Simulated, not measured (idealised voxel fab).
process module | voxel quadruple lines
cross-section cut | 250 nm wide | cells 5 nm
A cross-section is a grid of square cells, given in bands from the top down. A band is one or more rows of cells.
Each band's line starts with the height of the band's top and of its bottom, in nm. Then come its materials from left to right, each with its width in nm. One material with "throughout" fills the band from edge to edge. "air" is empty space.
Height 0 is the level under which the wafer as received is all one material. The lowest band goes on downwards, as in "0 down".
A width such as "30 to 40" changes by the same amount from each row of cells to the next, from the band's top row to its bottom row.
"no change" after a step means that no cell of the cross-section changed.
closed voids: empty space of 8 cells or more with no open way to the top, each as width x height at its distance from the left edge, in nm
after a step's settings: what the simulator itself notes on the step
overlay nm, on a step with a mask: how far to the right of its planned place the mask lay; to the left if negative
plan
1 op RECEIVE | material Si
2 op CONFORMAL_DEP | material SiO2 | thk nm 5
3 op DIRECTIONAL_DEP | material W | thk nm 10
4 op DIRECTIONAL_DEP | material polySi | thk nm 20
5 op DIRECTIONAL_DEP | material aC | thk nm 25
6 op PATTERN | tone cover | mask id MANDREL | material resist | width nm 30 | pitch nm 80 | thk nm 30 | overlay nm 0
7 op DIRECTIONAL_ETCH | etch materials aC | depth nm 25
8 op STRIP | etch materials resist
9 op CONFORMAL_DEP | material SiO2 | thk nm 10
10 op DIRECTIONAL_ETCH | etch materials SiO2 | depth nm 10
11 op STRIP | etch materials aC
12 op DIRECTIONAL_ETCH | etch materials polySi | depth nm 20
13 op STRIP | etch materials SiO2
14 op CONFORMAL_DEP | material SiCN | thk nm 10
15 op DIRECTIONAL_ETCH | etch materials SiCN | depth nm 10
16 op STRIP | etch materials polySi
17 op DIRECTIONAL_ETCH | etch materials W | depth nm 10
18 op STRIP | etch materials SiCN
19 op FILL_DEP | material lowk | thk nm 5
20 op CMP | height nm 15
as received, after step 1
  0 down: Si throughout
  closed voids: none
a wafer at the end: this start, this plan, one mistake
  15 to 10: lowk throughout
  10 to 0: lowk 50 | W 10 | lowk 10 | W 10 | lowk 10 | W 10 | lowk 10 | W 10 | lowk 10 | W 10 | lowk 10 | W 10 | lowk 10 | W 10 | lowk 10 | W 10 | lowk 50
  0 down: Si throughout
  closed voids: none
what went wrong: step 2 was left out
